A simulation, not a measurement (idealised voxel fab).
process module | voxel self aligned contacts
In the cross-section labelled cut, the width is 245 nm and each square cell is 5 nm.
Cross-section layout: square cells on a grid; listed as bands, top to bottom; a band spans one or more cell rows.
Read a band's entry like this: the first values are the height of its top and the height of its bottom in nm, and what follows is the sequence of materials from left to right, each with its width in nm. Note that "blank" is empty space, and that a single material marked "all across" reaches across the band from edge to edge.
Convention: height 0 is the level below which the wafer, as received, is all one material. The lowest band does not terminate at the bottom but continues downward, represented as "0 down".
Note: "30..40" means the width goes from the first number (top row of the band) to the second number (bottom row) in equal steps per row of cells.
"nothing was modified" means the step left every cell of the cross-section as it was.
If an empty space has no open way to the top and is at least 8 cells in size, "Listed closed voids" lists it, written width x height at distance, where distance is measured from the left edge and every value is in nm.
Heads up: the bit after the settings on a step's line is the simulator's remark on that step.
"overlay nm", when on a step's line for a step with a mask, measures how far to the right of its planned place the mask lay; a negative measure means to the left.
So the way this works: pairs, before and after one process step. The after picture only goes down to the lowest band that actually changed, nothing below. Step and its settings are under each pair. And watch out, pairs might come from different runs of this module, same starting wafer though, so a pair only follows on from the one above if its "Pre-step snapshot" entry tells you so.

### Pre-step snapshot
  0 down: Si all across
  Listed closed voids: none

### Cross-Section After Step
  5 to 0: SiO2 all across
  Whatever lies below 0 is exactly as it was before.
  Listed closed voids: none
In between the before and after cross-sections above, the step is CONFORMAL_DEP (material SiO2; thk nm 5)

Pre-step snapshot: carried over from the after image of the pair right above.

### Cross-Section After Step
  35 to 5: polySi all across
  Whatever lies below 5 is exactly as it was before.
  Listed closed voids: none
In between the before and after cross-sections above, the step is DIRECTIONAL_DEP (material polySi; thk nm 30)

Pre-step snapshot: carried over from the after image of the pair right above.

### Cross-Section After Step
  55 to 35: SiN all across
  Whatever lies below 35 is exactly as it was before.
  Listed closed voids: none
In between the before and after cross-sections above, the step is DIRECTIONAL_DEP (material SiN; thk nm 20)

Pre-step snapshot: carried over from the after image of the pair right above.

### Cross-Section After Step
  75 to 55: blank: 35, then resist: 30, then blank: 40, then resist: 30, then blank: 40, then resist: 30, then blank: 40
  Whatever lies below 55 is exactly as it was before.
  Listed closed voids: none
In between the before and after cross-sections above, the step is PATTERN (tone cover; mask id GATE; material resist; width nm 30; pitch nm 70; thk nm 20; overlay nm 0)

Pre-step snapshot: carried over from the after image of the pair right above.

### Cross-Section After Step
  75 to 55: blank: 35, then resist: 30, then blank: 40, then resist: 30, then blank: 40, then resist: 30, then blank: 40
  55 to 35: blank: 35, then SiN: 30, then blank: 40, then SiN: 30, then blank: 40, then SiN: 30, then blank: 40
  Whatever lies below 35 is exactly as it was before.
  Listed closed voids: none
In between the before and after cross-sections above, the step is DIRECTIONAL_ETCH (etch materials SiN; depth nm 20)

Pre-step snapshot: carried over from the after image of the pair right above.

### Cross-Section After Step
  75 to 55: blank: 35, then resist: 30, then blank: 40, then resist: 30, then blank: 40, then resist: 30, then blank: 40
  55 to 35: blank: 35, then SiN: 30, then blank: 40, then SiN: 30, then blank: 40, then SiN: 30, then blank: 40
  35 to 5: blank: 35, then polySi: 30, then blank: 40, then polySi: 30, then blank: 40, then polySi: 30, then blank: 40
  Whatever lies below 5 is exactly as it was before.
  Listed closed voids: none
In between the before and after cross-sections above, the step is DIRECTIONAL_ETCH (etch materials polySi; depth nm 30)

Pre-step snapshot: carried over from the after image of the pair right above.

### Cross-Section After Step
  55 to 35: blank: 35, then SiN: 30, then blank: 40, then SiN: 30, then blank: 40, then SiN: 30, then blank: 40
  Whatever lies below 35 is exactly as it was before.
  Listed closed voids: none
In between the before and after cross-sections above, the step is STRIP (etch materials resist)

Pre-step snapshot: carried over from the after image of the pair right above.

### Cross-Section After Step
  65 to 35: blank: 25, then SiN: 50, then blank: 20, then SiN: 50, then blank: 20, then SiN: 50, then blank: 30
  35 to 15: blank: 25, then SiN: 10, then polySi: 30, then SiN: 10, then blank: 20, then SiN: 10, then polySi: 30, then SiN: 10, then blank: 20, then SiN: 10, then polySi: 30, then SiN: 10, then blank: 30
  15 to 5: SiN: 35, then polySi: 30, then SiN: 40, then polySi: 30, then SiN: 40, then polySi: 30, then SiN: 40
  Whatever lies below 5 is exactly as it was before.
  Listed closed voids: none
In between the before and after cross-sections above, the step is CONFORMAL_DEP (material SiN; thk nm 10)

Pre-step snapshot: carried over from the after image of the pair right above.

### Cross-Section After Step
  55 to 35: blank: 25, then SiN: 50, then blank: 20, then SiN: 50, then blank: 20, then SiN: 50, then blank: 30
  35 to 5: blank: 25, then SiN: 10, then polySi: 30, then SiN: 10, then blank: 20, then SiN: 10, then polySi: 30, then SiN: 10, then blank: 20, then SiN: 10, then polySi: 30, then SiN: 10, then blank: 30
  Whatever lies below 5 is exactly as it was before.
  Listed closed voids: none
In between the before and after cross-sections above, the step is DIRECTIONAL_ETCH (etch materials SiN; depth nm 10)

Pre-step snapshot: carried over from the after image of the pair right above.

### Cross-Section After Step
  65 to 55: SiO2 all across
  55 to 35: SiO2: 25, then SiN: 50, then SiO2: 20, then SiN: 50, then SiO2: 20, then SiN: 50, then SiO2: 30
  35 to 5: SiO2: 25, then SiN: 10, then polySi: 30, then SiN: 10, then SiO2: 20, then SiN: 10, then polySi: 30, then SiN: 10, then SiO2: 20, then SiN: 10, then polySi: 30, then SiN: 10, then SiO2: 30
  Whatever lies below 5 is exactly as it was before.
  Listed closed voids: none
In between the before and after cross-sections above, the step is FILL_DEP (material SiO2; thk nm 10)

Pre-step snapshot: carried over from the after image of the pair right above.

### Cross-Section After Step
  60 to 55: SiO2 all across
  Whatever lies below 55 is exactly as it was before.
  Listed closed voids: none
In between the before and after cross-sections above, the step is CMP (height nm 60)

Pre-step snapshot: carried over from the after image of the pair right above.

### Cross-Section After Step
  80 to 60: resist: 60, then blank: 50, then resist: 20, then blank: 50, then resist: 65
  Whatever lies below 60 is exactly as it was before.
  Listed closed voids: none
In between the before and after cross-sections above, the step is PATTERN (tone open; mask id CONTACT; material resist; width nm 50; pitch nm 70; thk nm 20; overlay nm 0)

Pre-step snapshot: carried over from the after image of the pair right above.

### Cross-Section After Step
  80 to 60: resist: 60, then blank: 50, then resist: 20, then blank: 50, then resist: 65
  60 to 55: SiO2: 60, then blank: 50, then SiO2: 20, then blank: 50, then SiO2: 65
  55 to 35: SiO2: 25, then SiN: 50, then blank: 20, then SiN: 50, then blank: 20, then SiN: 50, then SiO2: 30
  35 to 5: SiO2: 25, then SiN: 10, then polySi: 30, then SiN: 10, then blank: 20, then SiN: 10, then polySi: 30, then SiN: 10, then blank: 20, then SiN: 10, then polySi: 30, then SiN: 10, then SiO2: 30
  5 to 0: SiO2: 75, then blank: 20, then SiO2: 50, then blank: 20, then SiO2: 80
  Whatever lies below 0 is exactly as it was before.
  Listed closed voids: none
In between the before and after cross-sections above, the step is DIRECTIONAL_ETCH (etch materials SiO2; depth nm 60)

Pre-step snapshot: carried over from the after image of the pair right above.

### Cross-Section After Step
  60 to 55: SiO2: 60, then blank: 50, then SiO2: 20, then blank: 50, then SiO2: 65
  Whatever lies below 55 is exactly as it was before.
  Listed closed voids: none
In between the before and after cross-sections above, the step is STRIP (etch materials resist)

Pre-step snapshot: carried over from the after image of the pair right above.

### Cross-Section After Step
  65 to 60: TiN: 65, then blank: 40, then TiN: 30, then blank: 40, then TiN: 70
  60 to 55: SiO2: 60, then TiN: 20, then blank: 10, then TiN: 20, then SiO2: 20, then TiN: 20, then blank: 10, then TiN: 20, then SiO2: 65
  55 to 35: SiO2: 25, then SiN: 50, then TiN: 5, then blank: 10, then TiN: 5, then SiN: 50, then TiN: 5, then blank: 10, then TiN: 5, then SiN: 50, then SiO2: 30
  35 to 5: SiO2: 25, then SiN: 10, then polySi: 30, then SiN: 10, then TiN: 5, then blank: 10, then TiN: 5, then SiN: 10, then polySi: 30, then SiN: 10, then TiN: 5, then blank: 10, then TiN: 5, then SiN: 10, then polySi: 30, then SiN: 10, then SiO2: 30
  5 to 0: SiO2: 75, then TiN: 20, then SiO2: 50, then TiN: 20, then SiO2: 80
  Whatever lies below 0 is exactly as it was before.
  Listed closed voids: none
In between the before and after cross-sections above, the step is CONFORMAL_DEP (material TiN; thk nm 5)

Pre-step snapshot: carried over from the after image of the pair right above.

### Cross-Section After Step
  70 to 65: Ru all across
  65 to 60: TiN: 65, then Ru: 40, then TiN: 30, then Ru: 40, then TiN: 70
  60 to 55: SiO2: 60, then TiN: 20, then Ru: 10, then TiN: 20, then SiO2: 20, then TiN: 20, then Ru: 10, then TiN: 20, then SiO2: 65
  55 to 35: SiO2: 25, then SiN: 50, then TiN: 5, then Ru: 10, then TiN: 5, then SiN: 50, then TiN: 5, then Ru: 10, then TiN: 5, then SiN: 50, then SiO2: 30
  35 to 5: SiO2: 25, then SiN: 10, then polySi: 30, then SiN: 10, then TiN: 5, then Ru: 10, then TiN: 5, then SiN: 10, then polySi: 30, then SiN: 10, then TiN: 5, then Ru: 10, then TiN: 5, then SiN: 10, then polySi: 30, then SiN: 10, then SiO2: 30
  Whatever lies below 5 is exactly as it was before.
  Listed closed voids: none
In between the before and after cross-sections above, the step is FILL_DEP (material Ru; thk nm 5)

Pre-step snapshot: carried over from the after image of the pair right above.

### Cross-Section After Step
  60 to 55: SiO2: 60, then TiN: 20, then Ru: 10, then TiN: 20, then SiO2: 20, then TiN: 20, then Ru: 10, then TiN: 20, then SiO2: 65
  Whatever lies below 55 is exactly as it was before.
  Listed closed voids: none
In between the before and after cross-sections above, the step is CMP (height nm 60)

Pre-step snapshot: carried over from the after image of the pair right above.

### Cross-Section After Step
  65 to 60: SiCN all across
  Whatever lies below 60 is exactly as it was before.
  Listed closed voids: none
In between the before and after cross-sections above, the step is CONFORMAL_DEP (material SiCN; thk nm 5)

### Pre-step snapshot
  0 down: Si all across
  Listed closed voids: none

### Cross-Section After Step
  30 to 0: polySi all across
  Whatever lies below 0 is exactly as it was before.
  Listed closed voids: none
In between the before and after cross-sections above, the step is DIRECTIONAL_DEP (material polySi; thk nm 30)

Pre-step snapshot: carried over from the after image of the pair right above.

### Cross-Section After Step
  50 to 30: SiN all across
  Whatever lies below 30 is exactly as it was before.
  Listed closed voids: none
In between the before and after cross-sections above, the step is DIRECTIONAL_DEP (material SiN; thk nm 20)

Pre-step snapshot: carried over from the after image of the pair right above.

### Cross-Section After Step
  70 to 50: blank: 35, then resist: 30, then blank: 40, then resist: 30, then blank: 40, then resist: 30, then blank: 40
  Whatever lies below 50 is exactly as it was before.
  Listed closed voids: none
In between the before and after cross-sections above, the step is PATTERN (tone cover; mask id GATE; material resist; width nm 30; pitch nm 70; thk nm 20; overlay nm 0)

Pre-step snapshot: carried over from the after image of the pair right above.

### Cross-Section After Step
  70 to 50: blank: 35, then resist: 30, then blank: 40, then resist: 30, then blank: 40, then resist: 30, then blank: 40
  50 to 30: blank: 35, then SiN: 30, then blank: 40, then SiN: 30, then blank: 40, then SiN: 30, then blank: 40
  Whatever lies below 30 is exactly as it was before.
  Listed closed voids: none
In between the before and after cross-sections above, the step is DIRECTIONAL_ETCH (etch materials SiN; depth nm 20)

Pre-step snapshot: carried over from the after image of the pair right above.

### Cross-Section After Step
  70 to 50: blank: 35, then resist: 30, then blank: 40, then resist: 30, then blank: 40, then resist: 30, then blank: 40
  50 to 30: blank: 35, then SiN: 30, then blank: 40, then SiN: 30, then blank: 40, then SiN: 30, then blank: 40
  30 to 0: blank: 35, then polySi: 30, then blank: 40, then polySi: 30, then blank: 40, then polySi: 30, then blank: 40
  Whatever lies below 0 is exactly as it was before.
  Listed closed voids: none
In between the before and after cross-sections above, the step is DIRECTIONAL_ETCH (etch materials polySi; depth nm 30)

Pre-step snapshot: carried over from the after image of the pair right above.

### Cross-Section After Step
  50 to 30: blank: 35, then SiN: 30, then blank: 40, then SiN: 30, then blank: 40, then SiN: 30, then blank: 40
  Whatever lies below 30 is exactly as it was before.
  Listed closed voids: none
In between the before and after cross-sections above, the step is STRIP (etch materials resist)

Pre-step snapshot: carried over from the after image of the pair right above.

### Cross-Section After Step
  60 to 30: blank: 25, then SiN: 50, then blank: 20, then SiN: 50, then blank: 20, then SiN: 50, then blank: 30
  30 to 10: blank: 25, then SiN: 10, then polySi: 30, then SiN: 10, then blank: 20, then SiN: 10, then polySi: 30, then SiN: 10, then blank: 20, then SiN: 10, then polySi: 30, then SiN: 10, then blank: 30
  10 to 0: SiN: 35, then polySi: 30, then SiN: 40, then polySi: 30, then SiN: 40, then polySi: 30, then SiN: 40
  Whatever lies below 0 is exactly as it was before.
  Listed closed voids: none
In between the before and after cross-sections above, the step is CONFORMAL_DEP (material SiN; thk nm 10)

Pre-step snapshot: carried over from the after image of the pair right above.

### Cross-Section After Step
  50 to 30: blank: 25, then SiN: 50, then blank: 20, then SiN: 50, then blank: 20, then SiN: 50, then blank: 30
  30 to 0: blank: 25, then SiN: 10, then polySi: 30, then SiN: 10, then blank: 20, then SiN: 10, then polySi: 30, then SiN: 10, then blank: 20, then SiN: 10, then polySi: 30, then SiN: 10, then blank: 30
  Whatever lies below 0 is exactly as it was before.
  Listed closed voids: none
In between the before and after cross-sections above, the step is DIRECTIONAL_ETCH (etch materials SiN; depth nm 10)

Pre-step snapshot: carried over from the after image of the pair right above.

### Cross-Section After Step
  60 to 50: SiO2 all across
  50 to 30: SiO2: 25, then SiN: 50, then SiO2: 20, then SiN: 50, then SiO2: 20, then SiN: 50, then SiO2: 30
  30 to 0: SiO2: 25, then SiN: 10, then polySi: 30, then SiN: 10, then SiO2: 20, then SiN: 10, then polySi: 30, then SiN: 10, then SiO2: 20, then SiN: 10, then polySi: 30, then SiN: 10, then SiO2: 30
  Whatever lies below 0 is exactly as it was before.
  Listed closed voids: none
In between the before and after cross-sections above, the step is FILL_DEP (material SiO2; thk nm 10)

Pre-step snapshot: carried over from the after image of the pair right above.

### Cross-Section After Step
  80 to 60: resist: 60, then blank: 50, then resist: 20, then blank: 50, then resist: 65
  Whatever lies below 60 is exactly as it was before.
  Listed closed voids: none
In between the before and after cross-sections above, the step is PATTERN (tone open; mask id CONTACT; material resist; width nm 50; pitch nm 70; thk nm 20; overlay nm 0)

Pre-step snapshot: carried over from the after image of the pair right above.

### Cross-Section After Step
  80 to 60: resist: 60, then blank: 50, then resist: 20, then blank: 50, then resist: 65
  60 to 50: SiO2: 60, then blank: 50, then SiO2: 20, then blank: 50, then SiO2: 65
  50 to 30: SiO2: 25, then SiN: 50, then blank: 20, then SiN: 50, then blank: 20, then SiN: 50, then SiO2: 30
  30 to 0: SiO2: 25, then SiN: 10, then polySi: 30, then SiN: 10, then blank: 20, then SiN: 10, then polySi: 30, then SiN: 10, then blank: 20, then SiN: 10, then polySi: 30, then SiN: 10, then SiO2: 30
  Whatever lies below 0 is exactly as it was before.
  Listed closed voids: none
In between the before and after cross-sections above, the step is DIRECTIONAL_ETCH (etch materials SiO2; depth nm 60)

Pre-step snapshot: carried over from the after image of the pair right above.

### Cross-Section After Step
  60 to 50: SiO2: 60, then blank: 50, then SiO2: 20, then blank: 50, then SiO2: 65
  Whatever lies below 50 is exactly as it was before.
  Listed closed voids: none
In between the before and after cross-sections above, the step is STRIP (etch materials resist)

Pre-step snapshot: carried over from the after image of the pair right above.

### Cross-Section After Step
  65 to 60: TiN: 65, then blank: 40, then TiN: 30, then blank: 40, then TiN: 70
  60 to 50: SiO2: 60, then TiN: 5..20, then blank: 40..10, then TiN: 5..20, then SiO2: 20, then TiN: 5..20, then blank: 40..10, then TiN: 5..20, then SiO2: 65
  50 to 30: SiO2: 25, then SiN: 50, then TiN: 5, then blank: 10, then TiN: 5, then SiN: 50, then TiN: 5, then blank: 10, then TiN: 5, then SiN: 50, then SiO2: 30
  30 to 5: SiO2: 25, then SiN: 10, then polySi: 30, then SiN: 10, then TiN: 5, then blank: 10, then TiN: 5, then SiN: 10, then polySi: 30, then SiN: 10, then TiN: 5, then blank: 10, then TiN: 5, then SiN: 10, then polySi: 30, then SiN: 10, then SiO2: 30
  5 to 0: SiO2: 25, then SiN: 10, then polySi: 30, then SiN: 10, then TiN: 20, then SiN: 10, then polySi: 30, then SiN: 10, then TiN: 20, then SiN: 10, then polySi: 30, then SiN: 10, then SiO2: 30
  Whatever lies below 0 is exactly as it was before.
  Listed closed voids: none
In between the before and after cross-sections above, the step is CONFORMAL_DEP (material TiN; thk nm 5)

Pre-step snapshot: carried over from the after image of the pair right above.

### Cross-Section After Step
  70 to 65: Ru all across
  65 to 60: TiN: 65, then Ru: 40, then TiN: 30, then Ru: 40, then TiN: 70
  60 to 50: SiO2: 60, then TiN: 5..20, then Ru: 40..10, then TiN: 5..20, then SiO2: 20, then TiN: 5..20, then Ru: 40..10, then TiN: 5..20, then SiO2: 65
  50 to 30: SiO2: 25, then SiN: 50, then TiN: 5, then Ru: 10, then TiN: 5, then SiN: 50, then TiN: 5, then Ru: 10, then TiN: 5, then SiN: 50, then SiO2: 30
  30 to 5: SiO2: 25, then SiN: 10, then polySi: 30, then SiN: 10, then TiN: 5, then Ru: 10, then TiN: 5, then SiN: 10, then polySi: 30, then SiN: 10, then TiN: 5, then Ru: 10, then TiN: 5, then SiN: 10, then polySi: 30, then SiN: 10, then SiO2: 30
  Whatever lies below 5 is exactly as it was before.
  Listed closed voids: none
In between the before and after cross-sections above, the step is FILL_DEP (material Ru; thk nm 5)

Pre-step snapshot: carried over from the after image of the pair right above.

### Cross-Section After Step
  60 to 50: SiO2: 60, then TiN: 5..20, then Ru: 40..10, then TiN: 5..20, then SiO2: 20, then TiN: 5..20, then Ru: 40..10, then TiN: 5..20, then SiO2: 65
  Whatever lies below 50 is exactly as it was before.
  Listed closed voids: none
In between the before and after cross-sections above, the step is CMP (height nm 60)

Pre-step snapshot: carried over from the after image of the pair right above.

### Cross-Section After Step
  65 to 60: SiCN all across
  Whatever lies below 60 is exactly as it was before.
  Listed closed voids: none
In between the before and after cross-sections above, the step is CONFORMAL_DEP (material SiCN; thk nm 5)

### Pre-step snapshot
  35 to 5: polySi all across
  5 to 0: SiO2 all across
  0 down: Si all across
  Listed closed voids: none

### Cross-Section After Step
  65 to 5: polySi all across
  Whatever lies below 5 is exactly as it was before.
  Listed closed voids: none
In between the before and after cross-sections above, the step is DIRECTIONAL_DEP (material polySi; thk nm 30)

Pre-step snapshot: carried over from the after image of the pair right above.

### Cross-Section After Step
  85 to 65: SiN all across
  Whatever lies below 65 is exactly as it was before.
  Listed closed voids: none
In between the before and after cross-sections above, the step is DIRECTIONAL_DEP (material SiN; thk nm 20)

Pre-step snapshot: carried over from the after image of the pair right above.

### Cross-Section After Step
  105 to 85: blank: 35, then resist: 30, then blank: 40, then resist: 30, then blank: 40, then resist: 30, then blank: 40
  Whatever lies below 85 is exactly as it was before.
  Listed closed voids: none
In between the before and after cross-sections above, the step is PATTERN (tone cover; mask id GATE; material resist; width nm 30; pitch nm 70; thk nm 20; overlay nm 0)

Pre-step snapshot: carried over from the after image of the pair right above.

### Cross-Section After Step
  105 to 85: blank: 35, then resist: 30, then blank: 40, then resist: 30, then blank: 40, then resist: 30, then blank: 40
  85 to 65: blank: 35, then SiN: 30, then blank: 40, then SiN: 30, then blank: 40, then SiN: 30, then blank: 40
  Whatever lies below 65 is exactly as it was before.
  Listed closed voids: none
In between the before and after cross-sections above, the step is DIRECTIONAL_ETCH (etch materials SiN; depth nm 20)

Pre-step snapshot: carried over from the after image of the pair right above.

### Cross-Section After Step
  105 to 85: blank: 35, then resist: 30, then blank: 40, then resist: 30, then blank: 40, then resist: 30, then blank: 40
  85 to 65: blank: 35, then SiN: 30, then blank: 40, then SiN: 30, then blank: 40, then SiN: 30, then blank: 40
  65 to 35: blank: 35, then polySi: 30, then blank: 40, then polySi: 30, then blank: 40, then polySi: 30, then blank: 40
  Whatever lies below 35 is exactly as it was before.
  Listed closed voids: none
In between the before and after cross-sections above, the step is DIRECTIONAL_ETCH (etch materials polySi; depth nm 30)

Pre-step snapshot: carried over from the after image of the pair right above.

### Cross-Section After Step
  85 to 65: blank: 35, then SiN: 30, then blank: 40, then SiN: 30, then blank: 40, then SiN: 30, then blank: 40
  Whatever lies below 65 is exactly as it was before.
  Listed closed voids: none
In between the before and after cross-sections above, the step is STRIP (etch materials resist)

Pre-step snapshot: carried over from the after image of the pair right above.

### Cross-Section After Step
  95 to 65: blank: 25, then SiN: 50, then blank: 20, then SiN: 50, then blank: 20, then SiN: 50, then blank: 30
  65 to 45: blank: 25, then SiN: 10, then polySi: 30, then SiN: 10, then blank: 20, then SiN: 10, then polySi: 30, then SiN: 10, then blank: 20, then SiN: 10, then polySi: 30, then SiN: 10, then blank: 30
  45 to 35: SiN: 35, then polySi: 30, then SiN: 40, then polySi: 30, then SiN: 40, then polySi: 30, then SiN: 40
  Whatever lies below 35 is exactly as it was before.
  Listed closed voids: none
In between the before and after cross-sections above, the step is CONFORMAL_DEP (material SiN; thk nm 10)

Pre-step snapshot: carried over from the after image of the pair right above.

### Cross-Section After Step
  85 to 65: blank: 25, then SiN: 50, then blank: 20, then SiN: 50, then blank: 20, then SiN: 50, then blank: 30
  65 to 35: blank: 25, then SiN: 10, then polySi: 30, then SiN: 10, then blank: 20, then SiN: 10, then polySi: 30, then SiN: 10, then blank: 20, then SiN: 10, then polySi: 30, then SiN: 10, then blank: 30
  Whatever lies below 35 is exactly as it was before.
  Listed closed voids: none
In between the before and after cross-sections above, the step is DIRECTIONAL_ETCH (etch materials SiN; depth nm 10)

Pre-step snapshot: carried over from the after image of the pair right above.

### Cross-Section After Step
  95 to 85: SiO2 all across
  85 to 65: SiO2: 25, then SiN: 50, then SiO2: 20, then SiN: 50, then SiO2: 20, then SiN: 50, then SiO2: 30
  65 to 35: SiO2: 25, then SiN: 10, then polySi: 30, then SiN: 10, then SiO2: 20, then SiN: 10, then polySi: 30, then SiN: 10, then SiO2: 20, then SiN: 10, then polySi: 30, then SiN: 10, then SiO2: 30
  Whatever lies below 35 is exactly as it was before.
  Listed closed voids: none
In between the before and after cross-sections above, the step is FILL_DEP (material SiO2; thk nm 10)

Pre-step snapshot: carried over from the after image of the pair right above.

### Cross-Section After Step
  60 to 35: SiO2: 25, then SiN: 10, then polySi: 30, then SiN: 10, then SiO2: 20, then SiN: 10, then polySi: 30, then SiN: 10, then SiO2: 20, then SiN: 10, then polySi: 30, then SiN: 10, then SiO2: 30
  Whatever lies below 35 is exactly as it was before.
  Listed closed voids: none
In between the before and after cross-sections above, the step is CMP (height nm 60)

Pre-step snapshot: carried over from the after image of the pair right above.

### Cross-Section After Step
  80 to 60: resist: 60, then blank: 50, then resist: 20, then blank: 50, then resist: 65
  Whatever lies below 60 is exactly as it was before.
  Listed closed voids: none
In between the before and after cross-sections above, the step is PATTERN (tone open; mask id CONTACT; material resist; width nm 50; pitch nm 70; thk nm 20; overlay nm 0)

Pre-step snapshot: carried over from the after image of the pair right above.

### Cross-Section After Step
  80 to 60: resist: 60, then blank: 50, then resist: 20, then blank: 50, then resist: 65
  60 to 35: SiO2: 25, then SiN: 10, then polySi: 30, then SiN: 10, then blank: 20, then SiN: 10, then polySi: 30, then SiN: 10, then blank: 20, then SiN: 10, then polySi: 30, then SiN: 10, then SiO2: 30
  Whatever lies below 35 is exactly as it was before.
  Listed closed voids: none
In between the before and after cross-sections above, the step is DIRECTIONAL_ETCH (etch materials SiO2; depth nm 60)

Pre-step snapshot: carried over from the after image of the pair right above.

### Cross-Section After Step
  60 to 35: SiO2: 25, then SiN: 10, then polySi: 30, then SiN: 10, then blank: 20, then SiN: 10, then polySi: 30, then SiN: 10, then blank: 20, then SiN: 10, then polySi: 30, then SiN: 10, then SiO2: 30
  Whatever lies below 35 is exactly as it was before.
  Listed closed voids: none
In between the before and after cross-sections above, the step is STRIP (etch materials resist)

Pre-step snapshot: carried over from the after image of the pair right above.

### Cross-Section After Step
  65 to 60: TiN: 80, then blank: 10, then TiN: 60, then blank: 10, then TiN: 85
  60 to 40: SiO2: 25, then SiN: 10, then polySi: 30, then SiN: 10, then TiN: 5, then blank: 10, then TiN: 5, then SiN: 10, then polySi: 30, then SiN: 10, then TiN: 5, then blank: 10, then TiN: 5, then SiN: 10, then polySi: 30, then SiN: 10, then SiO2: 30
  40 to 35: SiO2: 25, then SiN: 10, then polySi: 30, then SiN: 10, then TiN: 20, then SiN: 10, then polySi: 30, then SiN: 10, then TiN: 20, then SiN: 10, then polySi: 30, then SiN: 10, then SiO2: 30
  Whatever lies below 35 is exactly as it was before.
  Listed closed voids: none
In between the before and after cross-sections above, the step is CONFORMAL_DEP (material TiN; thk nm 5)

Pre-step snapshot: carried over from the after image of the pair right above.

### Cross-Section After Step
  70 to 65: Ru all across
  65 to 60: TiN: 80, then Ru: 10, then TiN: 60, then Ru: 10, then TiN: 85
  60 to 40: SiO2: 25, then SiN: 10, then polySi: 30, then SiN: 10, then TiN: 5, then Ru: 10, then TiN: 5, then SiN: 10, then polySi: 30, then SiN: 10, then TiN: 5, then Ru: 10, then TiN: 5, then SiN: 10, then polySi: 30, then SiN: 10, then SiO2: 30
  Whatever lies below 40 is exactly as it was before.
  Listed closed voids: none
In between the before and after cross-sections above, the step is FILL_DEP (material Ru; thk nm 5)

Pre-step snapshot: carried over from the after image of the pair right above.

### Cross-Section After Step
  60 to 40: SiO2: 25, then SiN: 10, then polySi: 30, then SiN: 10, then TiN: 5, then Ru: 10, then TiN: 5, then SiN: 10, then polySi: 30, then SiN: 10, then TiN: 5, then Ru: 10, then TiN: 5, then SiN: 10, then polySi: 30, then SiN: 10, then SiO2: 30
  Whatever lies below 40 is exactly as it was before.
  Listed closed voids: none
In between the before and after cross-sections above, the step is CMP (height nm 60)

Pre-step snapshot: carried over from the after image of the pair right above.

### Cross-Section After Step
  65 to 60: SiCN all across
  Whatever lies below 60 is exactly as it was before.
  Listed closed voids: none
In between the before and after cross-sections above, the step is CONFORMAL_DEP (material SiCN; thk nm 5)

### Pre-step snapshot
  30 to 0: polySi all across
  0 down: Si all across
  Listed closed voids: none

### Cross-Section After Step
  35 to 30: SiO2 all across
  Whatever lies below 30 is exactly as it was before.
  Listed closed voids: none
In between the before and after cross-sections above, the step is CONFORMAL_DEP (material SiO2; thk nm 5)

Pre-step snapshot: carried over from the after image of the pair right above.

### Cross-Section After Step
  55 to 35: SiN all across
  Whatever lies below 35 is exactly as it was before.
  Listed closed voids: none
In between the before and after cross-sections above, the step is DIRECTIONAL_DEP (material SiN; thk nm 20)

Pre-step snapshot: carried over from the after image of the pair right above.

### Cross-Section After Step
  75 to 55: blank: 35, then resist: 30, then blank: 40, then resist: 30, then blank: 40, then resist: 30, then blank: 40
  Whatever lies below 55 is exactly as it was before.
  Listed closed voids: none
In between the before and after cross-sections above, the step is PATTERN (tone cover; mask id GATE; material resist; width nm 30; pitch nm 70; thk nm 20; overlay nm 0)

Pre-step snapshot: carried over from the after image of the pair right above.

### Cross-Section After Step
  75 to 55: blank: 35, then resist: 30, then blank: 40, then resist: 30, then blank: 40, then resist: 30, then blank: 40
  55 to 35: blank: 35, then SiN: 30, then blank: 40, then SiN: 30, then blank: 40, then SiN: 30, then blank: 40
  Whatever lies below 35 is exactly as it was before.
  Listed closed voids: none
In between the before and after cross-sections above, the step is DIRECTIONAL_ETCH (etch materials SiN; depth nm 20)

Pre-step snapshot: carried over from the after image of the pair right above.

### Cross-Section After Step
  55 to 35: blank: 35, then SiN: 30, then blank: 40, then SiN: 30, then blank: 40, then SiN: 30, then blank: 40
  Whatever lies below 35 is exactly as it was before.
  Listed closed voids: none
In between the before and after cross-sections above, the step is STRIP (etch materials resist)

Pre-step snapshot: carried over from the after image of the pair right above.

### Cross-Section After Step
  65 to 45: blank: 25, then SiN: 50, then blank: 20, then SiN: 50, then blank: 20, then SiN: 50, then blank: 30
  45 to 35: SiN all across
  Whatever lies below 35 is exactly as it was before.
  Listed closed voids: none
In between the before and after cross-sections above, the step is CONFORMAL_DEP (material SiN; thk nm 10)

Pre-step snapshot: carried over from the after image of the pair right above.

### Cross-Section After Step
  55 to 35: blank: 25, then SiN: 50, then blank: 20, then SiN: 50, then blank: 20, then SiN: 50, then blank: 30
  Whatever lies below 35 is exactly as it was before.
  Listed closed voids: none
In between the before and after cross-sections above, the step is DIRECTIONAL_ETCH (etch materials SiN; depth nm 10)

Pre-step snapshot: carried over from the after image of the pair right above.

### Cross-Section After Step
  65 to 55: SiO2 all across
  55 to 35: SiO2: 25, then SiN: 50, then SiO2: 20, then SiN: 50, then SiO2: 20, then SiN: 50, then SiO2: 30
  Whatever lies below 35 is exactly as it was before.
  Listed closed voids: none
In between the before and after cross-sections above, the step is FILL_DEP (material SiO2; thk nm 10)

Pre-step snapshot: carried over from the after image of the pair right above.

### Cross-Section After Step
  60 to 55: SiO2 all across
  Whatever lies below 55 is exactly as it was before.
  Listed closed voids: none
In between the before and after cross-sections above, the step is CMP (height nm 60)

Pre-step snapshot: carried over from the after image of the pair right above.

### Cross-Section After Step
  80 to 60: resist: 60, then blank: 50, then resist: 20, then blank: 50, then resist: 65
  Whatever lies below 60 is exactly as it was before.
  Listed closed voids: none
In between the before and after cross-sections above, the step is PATTERN (tone open; mask id CONTACT; material resist; width nm 50; pitch nm 70; thk nm 20; overlay nm 0)

Pre-step snapshot: carried over from the after image of the pair right above.

### Cross-Section After Step
  80 to 60: resist: 60, then blank: 50, then resist: 20, then blank: 50, then resist: 65
  60 to 55: SiO2: 60, then blank: 50, then SiO2: 20, then blank: 50, then SiO2: 65
  55 to 35: SiO2: 25, then SiN: 50, then blank: 20, then SiN: 50, then blank: 20, then SiN: 50, then SiO2: 30
  35 to 30: SiO2: 75, then blank: 20, then SiO2: 50, then blank: 20, then SiO2: 80
  Whatever lies below 30 is exactly as it was before.
  Listed closed voids: none
In between the before and after cross-sections above, the step is DIRECTIONAL_ETCH (etch materials SiO2; depth nm 60)

Pre-step snapshot: carried over from the after image of the pair right above.

### Cross-Section After Step
  60 to 55: SiO2: 60, then blank: 50, then SiO2: 20, then blank: 50, then SiO2: 65
  Whatever lies below 55 is exactly as it was before.
  Listed closed voids: none
In between the before and after cross-sections above, the step is STRIP (etch materials resist)
